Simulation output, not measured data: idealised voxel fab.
A process module follows: voxel trench capacitor.
Cross-section cut: width 235 nm, square cells of 5 nm.
In this document a cross-section is written as a grid of square cells. It is given as a series of bands, listed from the top down, and a band is one or more rows of cells. What a band's entry tells you: where the top is and where the bottom is, as heights in nm, and after that what lies inside, material by material from left to right, each with its width in nm. Empty space is written as the word "empty", and a single material marked with the word "throughout" occupies the band from edge to edge. We count height from 0. Below that, the starting wafer is all one material. The lowest band never ends at the bottom but goes on down; see "0 and below" for how that is written. Width: "30 to 40" (first number = top row, second number = bottom row, same change from row to row of cells). Given "left unchanged" for a step, no cell of the cross-section differs between before and after that step. What "Enclosed void list" gives you is every empty space of 8 cells or more that is cut off from the top. Each appears as width x height at distance, with the distance taken from the left edge and width, height and distance all in nm. What comes after the settings on a step's line is commentary from the simulator itself on that step. Among the settings permitted on a step's line is "overlay nm"; applied to a step with a mask, it specifies the extent to which the mask lay to the right of its planned position, whereas a negative figure signifies a position to the left.

### Process steps - plan
- 1: RECEIVE: material Si
- 2: CONFORMAL_DEP: material SiN, thk nm 5
- 3: MASKED_ETCH: tone open, mask id TRENCH, width nm 25, pitch nm 40, etch materials SiN, depth nm 5, overlay nm 0
- 4: MASKED_ETCH: tone open, mask id TRENCH, width nm 25, pitch nm 40, etch materials Si, depth nm 35, overlay nm 0
- 5: CONFORMAL_DEP: material HfO2, thk nm 5
- 6: CONFORMAL_DEP: material TiN, thk nm 5
- 7: FILL_DEP: material W, thk nm 10
- 8: CMP: height nm 5

### The first of two wafers, run as planned

### Cross-section of the wafer at receipt, which is the condition after step 1
- 0 and below = Si throughout
- Enclosed void list: none

### After step 2: wafer cross-section
- 5 down to 0 = SiN throughout
- Beneath the level 0, the cross-section is identical to its previous state.

### After step 3: wafer cross-section
- 5 down to 0 = SiN 65 nm | empty 25 nm | SiN 15 nm | empty 25 nm | SiN 15 nm | empty 25 nm | SiN 65 nm
- Beneath the level 0, the cross-section is identical to its previous state.

### After step 4: wafer cross-section
- 5 down to 0 = SiN 65 nm | empty 25 nm | SiN 15 nm | empty 25 nm | SiN 15 nm | empty 25 nm | SiN 65 nm
- 0 down to -35 = Si 65 nm | empty 25 nm | Si 15 nm | empty 25 nm | Si 15 nm | empty 25 nm | Si 65 nm
- Beneath the level -35, the cross-section is identical to its previous state.

### After step 5: wafer cross-section
- 10 down to 5 = HfO2 70 nm | empty 15 nm | HfO2 25 nm | empty 15 nm | HfO2 25 nm | empty 15 nm | HfO2 70 nm
- 5 down to 0 = SiN 65 nm | HfO2 5 nm | empty 15 nm | HfO2 5 nm | SiN 15 nm | HfO2 5 nm | empty 15 nm | HfO2 5 nm | SiN 15 nm | HfO2 5 nm | empty 15 nm | HfO2 5 nm | SiN 65 nm
- 0 down to -30 = Si 65 nm | HfO2 5 nm | empty 15 nm | HfO2 5 nm | Si 15 nm | HfO2 5 nm | empty 15 nm | HfO2 5 nm | Si 15 nm | HfO2 5 nm | empty 15 nm | HfO2 5 nm | Si 65 nm
- -30 down to -35 = Si 65 nm | HfO2 25 nm | Si 15 nm | HfO2 25 nm | Si 15 nm | HfO2 25 nm | Si 65 nm
- Beneath the level -35, the cross-section is identical to its previous state.

### After step 6: wafer cross-section
- 15 down to 10 = TiN 75 nm | empty 5 nm | TiN 35 nm | empty 5 nm | TiN 35 nm | empty 5 nm | TiN 75 nm
- 10 down to 5 = HfO2 70 nm | TiN 5 nm | empty 5 nm | TiN 5 nm | HfO2 25 nm | TiN 5 nm | empty 5 nm | TiN 5 nm | HfO2 25 nm | TiN 5 nm | empty 5 nm | TiN 5 nm | HfO2 70 nm
- 5 down to 0 = SiN 65 nm | HfO2 5 nm | TiN 5 nm | empty 5 nm | TiN 5 nm | HfO2 5 nm | SiN 15 nm | HfO2 5 nm | TiN 5 nm | empty 5 nm | TiN 5 nm | HfO2 5 nm | SiN 15 nm | HfO2 5 nm | TiN 5 nm | empty 5 nm | TiN 5 nm | HfO2 5 nm | SiN 65 nm
- 0 down to -25 = Si 65 nm | HfO2 5 nm | TiN 5 nm | empty 5 nm | TiN 5 nm | HfO2 5 nm | Si 15 nm | HfO2 5 nm | TiN 5 nm | empty 5 nm | TiN 5 nm | HfO2 5 nm | Si 15 nm | HfO2 5 nm | TiN 5 nm | empty 5 nm | TiN 5 nm | HfO2 5 nm | Si 65 nm
- -25 down to -30 = Si 65 nm | HfO2 5 nm | TiN 15 nm | HfO2 5 nm | Si 15 nm | HfO2 5 nm | TiN 15 nm | HfO2 5 nm | Si 15 nm | HfO2 5 nm | TiN 15 nm | HfO2 5 nm | Si 65 nm
- Beneath the level -30, the cross-section is identical to its previous state.

### After step 7: wafer cross-section
- 25 down to 15 = W throughout
- 15 down to 10 = TiN 75 nm | W 5 nm | TiN 35 nm | W 5 nm | TiN 35 nm | W 5 nm | TiN 75 nm
- 10 down to 5 = HfO2 70 nm | TiN 5 nm | W 5 nm | TiN 5 nm | HfO2 25 nm | TiN 5 nm | W 5 nm | TiN 5 nm | HfO2 25 nm | TiN 5 nm | W 5 nm | TiN 5 nm | HfO2 70 nm
- 5 down to 0 = SiN 65 nm | HfO2 5 nm | TiN 5 nm | W 5 nm | TiN 5 nm | HfO2 5 nm | SiN 15 nm | HfO2 5 nm | TiN 5 nm | W 5 nm | TiN 5 nm | HfO2 5 nm | SiN 15 nm | HfO2 5 nm | TiN 5 nm | W 5 nm | TiN 5 nm | HfO2 5 nm | SiN 65 nm
- 0 down to -25 = Si 65 nm | HfO2 5 nm | TiN 5 nm | W 5 nm | TiN 5 nm | HfO2 5 nm | Si 15 nm | HfO2 5 nm | TiN 5 nm | W 5 nm | TiN 5 nm | HfO2 5 nm | Si 15 nm | HfO2 5 nm | TiN 5 nm | W 5 nm | TiN 5 nm | HfO2 5 nm | Si 65 nm
- Beneath the level -25, the cross-section is identical to its previous state.

### After step 8: wafer cross-section
- 5 down to 0 = SiN 65 nm | HfO2 5 nm | TiN 5 nm | W 5 nm | TiN 5 nm | HfO2 5 nm | SiN 15 nm | HfO2 5 nm | TiN 5 nm | W 5 nm | TiN 5 nm | HfO2 5 nm | SiN 15 nm | HfO2 5 nm | TiN 5 nm | W 5 nm | TiN 5 nm | HfO2 5 nm | SiN 65 nm
- Beneath the level 0, the cross-section is identical to its previous state.

### The second wafer: identical to the first at the outset and in its planned sequence, differing only in that one mistake was made during processing; up to and including step 3, its path is the first wafer's path

### At the planned end of step 4, the second wafer in cross-section
- 5 down to 0 = SiN 65 nm | empty 25 nm | SiN 15 nm | empty 25 nm | SiN 15 nm | empty 25 nm | SiN 65 nm
- 0 down to -35 = Si 65 nm | empty 20 nm | Si 20 nm | empty 20 nm | Si 20 nm | empty 20 nm | Si 70 nm
- Beneath the level -35, the cross-section is identical to its previous state.

### At the planned end of step 5, the second wafer in cross-section
- 10 down to 5 = HfO2 70 nm | empty 15 nm | HfO2 25 nm | empty 15 nm | HfO2 25 nm | empty 15 nm | HfO2 70 nm
- 5 down to 0 = SiN 65 nm | HfO2 5 nm | empty 10 nm | HfO2 10 nm | SiN 15 nm | HfO2 5 nm | empty 10 nm | HfO2 10 nm | SiN 15 nm | HfO2 5 nm | empty 10 nm | HfO2 10 nm | SiN 65 nm
- 0 down to -30 = Si 65 nm | HfO2 5 nm | empty 10 nm | HfO2 5 nm | Si 20 nm | HfO2 5 nm | empty 10 nm | HfO2 5 nm | Si 20 nm | HfO2 5 nm | empty 10 nm | HfO2 5 nm | Si 70 nm
- -30 down to -35 = Si 65 nm | HfO2 20 nm | Si 20 nm | HfO2 20 nm | Si 20 nm | HfO2 20 nm | Si 70 nm
- Beneath the level -35, the cross-section is identical to its previous state.

### At the planned end of step 6, the second wafer in cross-section
- 15 down to 10 = TiN 75 nm | empty 5 nm | TiN 35 nm | empty 5 nm | TiN 35 nm | empty 5 nm | TiN 75 nm
- 10 down to 5 = HfO2 70 nm | TiN 15 nm | HfO2 25 nm | TiN 15 nm | HfO2 25 nm | TiN 15 nm | HfO2 70 nm
- 5 down to 0 = SiN 65 nm | HfO2 5 nm | TiN 10 nm | HfO2 10 nm | SiN 15 nm | HfO2 5 nm | TiN 10 nm | HfO2 10 nm | SiN 15 nm | HfO2 5 nm | TiN 10 nm | HfO2 10 nm | SiN 65 nm
- 0 down to -30 = Si 65 nm | HfO2 5 nm | TiN 10 nm | HfO2 5 nm | Si 20 nm | HfO2 5 nm | TiN 10 nm | HfO2 5 nm | Si 20 nm | HfO2 5 nm | TiN 10 nm | HfO2 5 nm | Si 70 nm
- Beneath the level -30, the cross-section is identical to its previous state.

### At the planned end of step 7, the second wafer in cross-section
- 25 down to 15 = W throughout
- 15 down to 10 = TiN 75 nm | W 5 nm | TiN 35 nm | W 5 nm | TiN 35 nm | W 5 nm | TiN 75 nm
- Beneath the level 10, the cross-section is identical to its previous state.

### At the planned end of step 8, the second wafer in cross-section
- 5 down to 0 = SiN 65 nm | HfO2 5 nm | TiN 10 nm | HfO2 10 nm | SiN 15 nm | HfO2 5 nm | TiN 10 nm | HfO2 10 nm | SiN 15 nm | HfO2 5 nm | TiN 10 nm | HfO2 10 nm | SiN 65 nm
- Beneath the level 0, the cross-section is identical to its previous state.
what went wrong: step 4 changed vs plan, executed as MASKED_ETCH: tone open, mask id TRENCH, width nm 25, pitch nm 40, etch materials Si, depth nm 35, overlay nm -5
The final cell counts differ between the wafers, with the second having more or fewer of some materials than the first: Si +21; TiN -3; W -18
